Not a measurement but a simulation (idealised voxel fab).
A process module follows: voxel ribs on slabs.
For reference, the cross-section in this document is cut, with width 190 nm and square cells of 5 nm.
Format of a cross-section: grid, square cells. Given as bands. Order: top down. Band: one or more rows of cells.
Band entry format. Leading values: height of top, height of bottom, nm. Remainder: materials in left-to-right order, each with its width in nm. Special words: "full width" on a single material, which then fills the band edge to edge; "blank", empty space.
It should be noted that heights are counted from 0, beneath which the wafer as supplied is of one material throughout, and that the lowest band possesses no lower boundary but continues downward, as written in "z 0 and below".
With a width like "30..40", each row of cells in the band differs from the next by the same amount, the top row carrying the first number and the bottom row the second.
Any step labelled "no change" changed none of the cells in the cross-section.
"Fully closed voids": empty spaces of 8 cells or more with no open way to the top, each given as width x height at distance, distance from the left edge, all in nm.
Formally, on a step line, whatever follows the settings is a remark that the simulator itself makes on the step.
When a step includes a mask, the "overlay nm" setting on its line states how far to the right of its planned place that mask lay, and negative values state how far to the left.

Below is the list of planned process steps:
- 1: RECEIVE, material Si
- 2: DIRECTIONAL_DEP, material SiO2, thk nm 20
- 3: DIRECTIONAL_DEP, material SiN, thk nm 20
- 4: DIRECTIONAL_DEP, material aC, thk nm 15
- 5: PATTERN, tone cover, mask id RIB, material resist, width nm 20, thk nm 30, overlay nm 0
- 6: DIRECTIONAL_ETCH, etch materials aC, depth nm 15
- 7: STRIP, etch materials resist
- 8: DIRECTIONAL_ETCH, etch materials SiN, depth nm 10
- 9: STRIP, etch materials aC
- 10: PATTERN, tone cover, mask id SLAB, material resist, width nm 70, thk nm 15, overlay nm 0
- 11: DIRECTIONAL_ETCH, etch materials SiN, depth nm 10
- 12: STRIP, etch materials resist
- 13: FILL_DEP, material SiO2, thk nm 30
- 14: CMP, height nm 60
- 15: DIRECTIONAL_DEP, material W, thk nm 5
- 16: DIRECTIONAL_DEP, material aC, thk nm 15
- 17: PATTERN, tone cover, mask id HEATER, material resist, width nm 30, thk nm 30, overlay nm 0
- 18: DIRECTIONAL_ETCH, etch materials aC, depth nm 15
- 19: STRIP, etch materials resist
- 20: DIRECTIONAL_ETCH, etch materials W, depth nm 5
- 21: STRIP, etch materials aC
- 22: CONFORMAL_DEP, material SiN, thk nm 5

Of two wafers, the first: run according to plan:

Received-state cross-section, reflecting completion of step 1:
* z 0 and below: Si full width
* Fully closed voids: none

Once step 2 is through, the wafer looks like this in cross-section:
* z 20 to 0: SiO2 full width
* Rest of section, below 0: as before.

Once step 3 is through, the wafer looks like this in cross-section:
* z 40 to 20: SiN full width
* Rest of section, below 20: as before.

Once step 4 is through, the wafer looks like this in cross-section:
* z 55 to 40: aC full width
* Rest of section, below 40: as before.

Once step 5 is through, the wafer looks like this in cross-section:
* z 85 to 55: blank 85 nm / resist 20 nm / blank 85 nm
* Rest of section, below 55: as before.

Once step 6 is through, the wafer looks like this in cross-section:
* z 70 to 55: blank 85 nm / resist 20 nm / blank 85 nm
* z 55 to 40: blank 85 nm / aC 20 nm / blank 85 nm
* Rest of section, below 40: as before.

Once step 7 is through, the wafer looks like this in cross-section:
* z 55 to 40: blank 85 nm / aC 20 nm / blank 85 nm
* Rest of section, below 40: as before.

Once step 8 is through, the wafer looks like this in cross-section:
* z 55 to 40: blank 85 nm / aC 20 nm / blank 85 nm
* z 40 to 30: blank 85 nm / SiN 20 nm / blank 85 nm
* Rest of section, below 30: as before.

Once step 9 is through, the wafer looks like this in cross-section:
* z 40 to 30: blank 85 nm / SiN 20 nm / blank 85 nm
* Rest of section, below 30: as before.

Once step 10 is through, the wafer looks like this in cross-section:
* z 55 to 40: blank 60 nm / resist 70 nm / blank 60 nm
* z 40 to 30: blank 60 nm / resist 25 nm / SiN 20 nm / resist 25 nm / blank 60 nm
* Rest of section, below 30: as before.

Once step 11 is through, the wafer looks like this in cross-section:
* z 55 to 40: blank 60 nm / resist 70 nm / blank 60 nm
* z 40 to 30: blank 60 nm / resist 25 nm / SiN 20 nm / resist 25 nm / blank 60 nm
* z 30 to 20: blank 60 nm / SiN 70 nm / blank 60 nm
* Rest of section, below 20: as before.

Once step 12 is through, the wafer looks like this in cross-section:
* z 40 to 30: blank 85 nm / SiN 20 nm / blank 85 nm
* Rest of section, below 30: as before.

Once step 13 is through, the wafer looks like this in cross-section:
* z 70 to 40: SiO2 full width
* z 40 to 30: SiO2 85 nm / SiN 20 nm / SiO2 85 nm
* z 30 to 20: SiO2 60 nm / SiN 70 nm / SiO2 60 nm
* Rest of section, below 20: as before.

Once step 14 is through, the wafer looks like this in cross-section:
* z 60 to 40: SiO2 full width
* Rest of section, below 40: as before.

Once step 15 is through, the wafer looks like this in cross-section:
* z 65 to 60: W full width
* Rest of section, below 60: as before.

Once step 16 is through, the wafer looks like this in cross-section:
* z 80 to 65: aC full width
* Rest of section, below 65: as before.

Once step 17 is through, the wafer looks like this in cross-section:
* z 110 to 80: blank 80 nm / resist 30 nm / blank 80 nm
* Rest of section, below 80: as before.

Once step 18 is through, the wafer looks like this in cross-section:
* z 95 to 80: blank 80 nm / resist 30 nm / blank 80 nm
* z 80 to 65: blank 80 nm / aC 30 nm / blank 80 nm
* Rest of section, below 65: as before.

Once step 19 is through, the wafer looks like this in cross-section:
* z 80 to 65: blank 80 nm / aC 30 nm / blank 80 nm
* Rest of section, below 65: as before.

Once step 20 is through, the wafer looks like this in cross-section:
* z 80 to 65: blank 80 nm / aC 30 nm / blank 80 nm
* z 65 to 60: blank 80 nm / W 30 nm / blank 80 nm
* Rest of section, below 60: as before.

Once step 21 is through, the wafer looks like this in cross-section:
* z 65 to 60: blank 80 nm / W 30 nm / blank 80 nm
* Rest of section, below 60: as before.

Once step 22 is through, the wafer looks like this in cross-section:
* z 70 to 65: blank 75 nm / SiN 40 nm / blank 75 nm
* z 65 to 60: SiN 80 nm / W 30 nm / SiN 80 nm
* Rest of section, below 60: as before.

Companion wafer, the second of two: same beginning, same intended sequence, one mistake in carrying it out; through step 16 inclusive it tracks the first exactly:

Cross-section of the second wafer at the time by which step 17 should have been completed according to the plan:
* z 110 to 80: resist 80 nm / blank 30 nm / resist 80 nm
* Rest of section, below 80: as before.

Cross-section of the second wafer at the time by which step 18 should have been completed according to the plan:
* z 95 to 80: resist 80 nm / blank 30 nm / resist 80 nm
* z 80 to 65: aC 80 nm / blank 30 nm / aC 80 nm
* Rest of section, below 65: as before.

Cross-section of the second wafer at the time by which step 19 should have been completed according to the plan:
* z 80 to 65: aC 80 nm / blank 30 nm / aC 80 nm
* Rest of section, below 65: as before.

Cross-section of the second wafer at the time by which step 20 should have been completed according to the plan:
* z 80 to 65: aC 80 nm / blank 30 nm / aC 80 nm
* z 65 to 60: W 80 nm / blank 30 nm / W 80 nm
* Rest of section, below 60: as before.

Cross-section of the second wafer at the time by which step 21 should have been completed according to the plan:
* z 65 to 60: W 80 nm / blank 30 nm / W 80 nm
* Rest of section, below 60: as before.

Cross-section of the second wafer at the time by which step 22 should have been completed according to the plan:
* z 70 to 65: SiN 85 nm / blank 20 nm / SiN 85 nm
* z 65 to 60: W 80 nm / SiN 30 nm / W 80 nm
* Rest of section, below 60: as before.
Nonconformance to the process plan: note that step 17 departed from the planned setting and was carried out as PATTERN, tone open, mask id HEATER, material resist, width nm 30, thk nm 30, overlay nm 0
Count the cells at the end and the second wafer has more or fewer of some materials than the first: +26 W
